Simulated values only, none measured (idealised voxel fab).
The process module that follows is named voxel local oxidation.
Section shown: cut. Width: 175 nm. Cell size: 5 nm, square.
Cross-section spec: square-cell grid; bands listed top down; each band is one or more rows.
Quick guide to a band line: top height, bottom height (nm) up front; then every material left to right with its width in nm. Only one material and it's marked "edge to edge"? Then it fills the band edge to edge. And "empty" just means empty space.
Measure heights from 0. That's the level where, below it, the as-received wafer is all one material. The lowest band is bottomless and extends downward; write it as in "0 nm and below".
So if you see something like "30->40" for the width, read it as the top row of the band sitting at the first number and the bottom row at the second, with every row in between moving by the same amount as the last.
"stayed the same" -> step changed no cross-section cell.
"Closed void catalog" specifies each empty space that is not open to the top and that occupies no fewer than 8 cells, using the form width x height at distance, the distance measured from the left edge and all three quantities in nm.
Heads up: the bit after the settings on a step's line is the simulator's remark on that step.
A step's line can hold "overlay nm"; with a mask on that step, the setting says how far right of the planned place the mask lay, while a negative setting says it lay to the left.

Steps in the process plan
1. RECEIVE (material Si)
2. OXIDIZE (depth nm 5)
3. CONFORMAL_DEP (material SiN; thk nm 10)
4. PATTERN (tone cover; mask id ACTIVE; material resist; width nm 130; thk nm 15; overlay nm 0)
5. DIRECTIONAL_ETCH (etch materials SiN; depth nm 10)
6. STRIP (etch materials resist)
7. SELECTIVE_ETCH (etch materials SiO2; depth nm 5)
8. OXIDIZE (depth nm 10)
9. STRIP (etch materials SiN)

As-received state of the wafer in cross-section, equivalent to post-step 1
	0 nm and below  Si edge to edge
	Closed void catalog: none

Below is the wafer in cross-section after the module was completed. It began from the starting point shown above and followed the plan shown above, except that one mistake was made while running it
	0 nm to -5 nm  SiO2 15 nm, empty 140 nm, SiO2 20 nm
	-5 nm to -15 nm  Si 5 nm, SiO2 160 nm, Si 10 nm
	-15 nm and below  Si edge to edge
	Closed void catalog: none
Deviation noted in wafer processing: step 4 did not use the planned setting and instead ran as PATTERN (tone open; mask id ACTIVE; material resist; width nm 130; thk nm 15; overlay nm 0)
